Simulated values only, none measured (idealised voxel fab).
The process module that follows is named voxel gate over fins.
The width of the displayed cross-section, cut, is 230 nm; its cells are square, with a size of 5 nm.
For the purposes of this document, a cross-section shall be understood as a grid of square cells, specified as bands listed in top-to-bottom order, each band consisting of one or more rows of cells.
A band entry consists of two parts. The first gives the height of the band's top and the height of its bottom, in nm. The rest lists the band's materials from left to right, each with its width in nm. A single material labelled with the word "full width" fills the band from edge to edge, and the word "air" marks empty space.
Ref level 0: as-received wafer is one material below here. Bottom band extends down with no lower bound ("0 -> down").
So if you see something like "30 to 40" for the width, read it as the top row of the band sitting at the first number and the bottom row at the second, with every row in between moving by the same amount as the last.
The designation "everything unchanged", where it is given for a processing step, indicates that no cell of the cross-section was altered in the course of that step.
"Fully sealed cavities" - sealed voids, min. 8 cells, no opening to top; format: width x height at distance (distance from left edge; nm throughout).
Past the settings on a step's line: simulator remark, on that step.
overlay nm, on a step with a mask: how far to the right of its planned place the mask lay; to the left if negative
**The steps planned for the process are as follows**
1: RECEIVE, material Si
2: CONFORMAL_DEP, material SiN, thk nm 5
3: DIRECTIONAL_DEP, material aC, thk nm 15
4: PATTERN, tone cover, mask id FINS, material resist, width nm 15, pitch nm 45, thk nm 30, overlay nm 0
5: DIRECTIONAL_ETCH, etch materials aC, depth nm 15
6: STRIP, etch materials resist
7: DIRECTIONAL_ETCH, etch materials SiN, depth nm 5
8: DIRECTIONAL_ETCH, etch materials Si, depth nm 40
9: STRIP, etch materials aC
10: OXIDIZE, depth nm 5
11: FILL_DEP, material SiO2, thk nm 15
12: CMP, height nm 5
13: SELECTIVE_ETCH, etch materials SiO2, depth nm 15
14: STRIP, etch materials SiN
15: CONFORMAL_DEP, material HfO2, thk nm 5
16: CONFORMAL_DEP, material TiN, thk nm 5
17: CONFORMAL_DEP, material TiAl, thk nm 5
18: CONFORMAL_DEP, material TiN, thk nm 5
19: FILL_DEP, material W, thk nm 10
20: CMP, height nm 25
21: CONFORMAL_DEP, material SiN, thk nm 10
**The first of two wafers, run as planned**
**as received, after step 1**
> 0 -> down  Si full width
> Fully sealed cavities: none
**Sectional view: wafer, after step 2**
> 5 -> 0  SiN full width
> Heights below 0 show no change.
**Sectional view: wafer, after step 3**
> 20 -> 5  aC full width
> Heights below 5 show no change.
**Sectional view: wafer, after step 4**
> 50 -> 20  air (40) | resist (15) | air (30) | resist (15) | air (30) | resist (15) | air (30) | resist (15) | air (40)
> Heights below 20 show no change.
**Sectional view: wafer, after step 5**
> 35 -> 20  air (40) | resist (15) | air (30) | resist (15) | air (30) | resist (15) | air (30) | resist (15) | air (40)
> 20 -> 5  air (40) | aC (15) | air (30) | aC (15) | air (30) | aC (15) | air (30) | aC (15) | air (40)
> Heights below 5 show no change.
**Sectional view: wafer, after step 6**
> 20 -> 5  air (40) | aC (15) | air (30) | aC (15) | air (30) | aC (15) | air (30) | aC (15) | air (40)
> Heights below 5 show no change.
**Sectional view: wafer, after step 7**
> 20 -> 5  air (40) | aC (15) | air (30) | aC (15) | air (30) | aC (15) | air (30) | aC (15) | air (40)
> 5 -> 0  air (40) | SiN (15) | air (30) | SiN (15) | air (30) | SiN (15) | air (30) | SiN (15) | air (40)
> Heights below 0 show no change.
**Sectional view: wafer, after step 8**
> 20 -> 5  air (40) | aC (15) | air (30) | aC (15) | air (30) | aC (15) | air (30) | aC (15) | air (40)
> 5 -> 0  air (40) | SiN (15) | air (30) | SiN (15) | air (30) | SiN (15) | air (30) | SiN (15) | air (40)
> 0 -> -40  air (40) | Si (15) | air (30) | Si (15) | air (30) | Si (15) | air (30) | Si (15) | air (40)
> Heights below -40 show no change.
**Sectional view: wafer, after step 9**
> 5 -> 0  air (40) | SiN (15) | air (30) | SiN (15) | air (30) | SiN (15) | air (30) | SiN (15) | air (40)
> Heights below 0 show no change.
**Sectional view: wafer, after step 10**
> 5 -> 0  air (40) | SiN (15) | air (30) | SiN (15) | air (30) | SiN (15) | air (30) | SiN (15) | air (40)
> 0 -> -40  air (40) | SiO2 (5) | Si (5) | SiO2 (5) | air (30) | SiO2 (5) | Si (5) | SiO2 (5) | air (30) | SiO2 (5) | Si (5) | SiO2 (5) | air (30) | SiO2 (5) | Si (5) | SiO2 (5) | air (40)
> -40 -> -45  SiO2 (45) | Si (5) | SiO2 (40) | Si (5) | SiO2 (40) | Si (5) | SiO2 (40) | Si (5) | SiO2 (45)
> Heights below -45 show no change.
**Sectional view: wafer, after step 11**
> 20 -> 5  SiO2 full width
> 5 -> 0  SiO2 (40) | SiN (15) | SiO2 (30) | SiN (15) | SiO2 (30) | SiN (15) | SiO2 (30) | SiN (15) | SiO2 (40)
> 0 -> -45  SiO2 (45) | Si (5) | SiO2 (40) | Si (5) | SiO2 (40) | Si (5) | SiO2 (40) | Si (5) | SiO2 (45)
> Heights below -45 show no change.
**Sectional view: wafer, after step 12**
> 5 -> 0  SiO2 (40) | SiN (15) | SiO2 (30) | SiN (15) | SiO2 (30) | SiN (15) | SiO2 (30) | SiN (15) | SiO2 (40)
> Heights below 0 show no change.
**Sectional view: wafer, after step 13**
> 5 -> 0  air (40) | SiN (15) | air (30) | SiN (15) | air (30) | SiN (15) | air (30) | SiN (15) | air (40)
> 0 -> -10  air (45) | Si (5) | air (40) | Si (5) | air (40) | Si (5) | air (40) | Si (5) | air (45)
> Heights below -10 show no change.
**Sectional view: wafer, after step 14**
> 0 -> -10  air (45) | Si (5) | air (40) | Si (5) | air (40) | Si (5) | air (40) | Si (5) | air (45)
> Heights below -10 show no change.
**Sectional view: wafer, after step 15**
> 5 -> 0  air (40) | HfO2 (15) | air (30) | HfO2 (15) | air (30) | HfO2 (15) | air (30) | HfO2 (15) | air (40)
> 0 -> -5  air (40) | HfO2 (5) | Si (5) | HfO2 (5) | air (30) | HfO2 (5) | Si (5) | HfO2 (5) | air (30) | HfO2 (5) | Si (5) | HfO2 (5) | air (30) | HfO2 (5) | Si (5) | HfO2 (5) | air (40)
> -5 -> -10  HfO2 (45) | Si (5) | HfO2 (40) | Si (5) | HfO2 (40) | Si (5) | HfO2 (40) | Si (5) | HfO2 (45)
> Heights below -10 show no change.
**Sectional view: wafer, after step 16**
> 10 -> 5  air (35) | TiN (25) | air (20) | TiN (25) | air (20) | TiN (25) | air (20) | TiN (25) | air (35)
> 5 -> 0  air (35) | TiN (5) | HfO2 (15) | TiN (5) | air (20) | TiN (5) | HfO2 (15) | TiN (5) | air (20) | TiN (5) | HfO2 (15) | TiN (5) | air (20) | TiN (5) | HfO2 (15) | TiN (5) | air (35)
> 0 -> -5  TiN (40) | HfO2 (5) | Si (5) | HfO2 (5) | TiN (30) | HfO2 (5) | Si (5) | HfO2 (5) | TiN (30) | HfO2 (5) | Si (5) | HfO2 (5) | TiN (30) | HfO2 (5) | Si (5) | HfO2 (5) | TiN (40)
> Heights below -5 show no change.
**Sectional view: wafer, after step 17**
> 15 -> 10  air (30) | TiAl (35) | air (10) | TiAl (35) | air (10) | TiAl (35) | air (10) | TiAl (35) | air (30)
> 10 -> 5  air (30) | TiAl (5) | TiN (25) | TiAl (5) | air (10) | TiAl (5) | TiN (25) | TiAl (5) | air (10) | TiAl (5) | TiN (25) | TiAl (5) | air (10) | TiAl (5) | TiN (25) | TiAl (5) | air (30)
> 5 -> 0  TiAl (35) | TiN (5) | HfO2 (15) | TiN (5) | TiAl (20) | TiN (5) | HfO2 (15) | TiN (5) | TiAl (20) | TiN (5) | HfO2 (15) | TiN (5) | TiAl (20) | TiN (5) | HfO2 (15) | TiN (5) | TiAl (35)
> Heights below 0 show no change.
**Sectional view: wafer, after step 18**
> 20 -> 15  air (25) | TiN (180) | air (25)
> 15 -> 10  air (25) | TiN (5) | TiAl (35) | TiN (10) | TiAl (35) | TiN (10) | TiAl (35) | TiN (10) | TiAl (35) | TiN (5) | air (25)
> 10 -> 5  TiN (30) | TiAl (5) | TiN (25) | TiAl (5) | TiN (10) | TiAl (5) | TiN (25) | TiAl (5) | TiN (10) | TiAl (5) | TiN (25) | TiAl (5) | TiN (10) | TiAl (5) | TiN (25) | TiAl (5) | TiN (30)
> Heights below 5 show no change.
**Sectional view: wafer, after step 19**
> 30 -> 20  W full width
> 20 -> 15  W (25) | TiN (180) | W (25)
> 15 -> 10  W (25) | TiN (5) | TiAl (35) | TiN (10) | TiAl (35) | TiN (10) | TiAl (35) | TiN (10) | TiAl (35) | TiN (5) | W (25)
> Heights below 10 show no change.
**Sectional view: wafer, after step 20**
> 25 -> 20  W full width
> Heights below 20 show no change.
**Sectional view: wafer, after step 21**
> 35 -> 25  SiN full width
> Heights below 25 show no change.
**Okay, second wafer. Nothing different at the start, nothing different in the plan, just one mistake somewhere in the running. As far as step 14, counting that step, it's the first wafer all over again**
**Second wafer, section view, time point: scheduled end of step 15**
> 5 -> 0  air (40) | TiN (15) | air (30) | TiN (15) | air (30) | TiN (15) | air (30) | TiN (15) | air (40)
> 0 -> -5  air (40) | TiN (5) | Si (5) | TiN (5) | air (30) | TiN (5) | Si (5) | TiN (5) | air (30) | TiN (5) | Si (5) | TiN (5) | air (30) | TiN (5) | Si (5) | TiN (5) | air (40)
> -5 -> -10  TiN (45) | Si (5) | TiN (40) | Si (5) | TiN (40) | Si (5) | TiN (40) | Si (5) | TiN (45)
> Heights below -10 show no change.
**Second wafer, section view, time point: scheduled end of step 16**
> 10 -> 5  air (35) | HfO2 (25) | air (20) | HfO2 (25) | air (20) | HfO2 (25) | air (20) | HfO2 (25) | air (35)
> 5 -> 0  air (35) | HfO2 (5) | TiN (15) | HfO2 (5) | air (20) | HfO2 (5) | TiN (15) | HfO2 (5) | air (20) | HfO2 (5) | TiN (15) | HfO2 (5) | air (20) | HfO2 (5) | TiN (15) | HfO2 (5) | air (35)
> 0 -> -5  HfO2 (40) | TiN (5) | Si (5) | TiN (5) | HfO2 (30) | TiN (5) | Si (5) | TiN (5) | HfO2 (30) | TiN (5) | Si (5) | TiN (5) | HfO2 (30) | TiN (5) | Si (5) | TiN (5) | HfO2 (40)
> Heights below -5 show no change.
**Second wafer, section view, time point: scheduled end of step 17**
> 15 -> 10  air (30) | TiAl (35) | air (10) | TiAl (35) | air (10) | TiAl (35) | air (10) | TiAl (35) | air (30)
> 10 -> 5  air (30) | TiAl (5) | HfO2 (25) | TiAl (5) | air (10) | TiAl (5) | HfO2 (25) | TiAl (5) | air (10) | TiAl (5) | HfO2 (25) | TiAl (5) | air (10) | TiAl (5) | HfO2 (25) | TiAl (5) | air (30)
> 5 -> 0  TiAl (35) | HfO2 (5) | TiN (15) | HfO2 (5) | TiAl (20) | HfO2 (5) | TiN (15) | HfO2 (5) | TiAl (20) | HfO2 (5) | TiN (15) | HfO2 (5) | TiAl (20) | HfO2 (5) | TiN (15) | HfO2 (5) | TiAl (35)
> Heights below 0 show no change.
**Second wafer, section view, time point: scheduled end of step 18**
> 20 -> 15  air (25) | TiN (180) | air (25)
> 15 -> 10  air (25) | TiN (5) | TiAl (35) | TiN (10) | TiAl (35) | TiN (10) | TiAl (35) | TiN (10) | TiAl (35) | TiN (5) | air (25)
> 10 -> 5  TiN (30) | TiAl (5) | HfO2 (25) | TiAl (5) | TiN (10) | TiAl (5) | HfO2 (25) | TiAl (5) | TiN (10) | TiAl (5) | HfO2 (25) | TiAl (5) | TiN (10) | TiAl (5) | HfO2 (25) | TiAl (5) | TiN (30)
> Heights below 5 show no change.
**Second wafer, section view, time point: scheduled end of step 19**
> 30 -> 20  W full width
> 20 -> 15  W (25) | TiN (180) | W (25)
> 15 -> 10  W (25) | TiN (5) | TiAl (35) | TiN (10) | TiAl (35) | TiN (10) | TiAl (35) | TiN (10) | TiAl (35) | TiN (5) | W (25)
> Heights below 10 show no change.
**Second wafer, section view, time point: scheduled end of step 20**
> 25 -> 20  W full width
> Heights below 20 show no change.
**Second wafer, section view, time point: scheduled end of step 21**
> 35 -> 25  SiN full width
> Heights below 25 show no change.
Deviation noted in wafer processing: steps 15 and 16 of the plan were run in the wrong order, each in the other's place
At the end, the second wafer has the same number of cells of each material as the first, but those cells sit in other places.
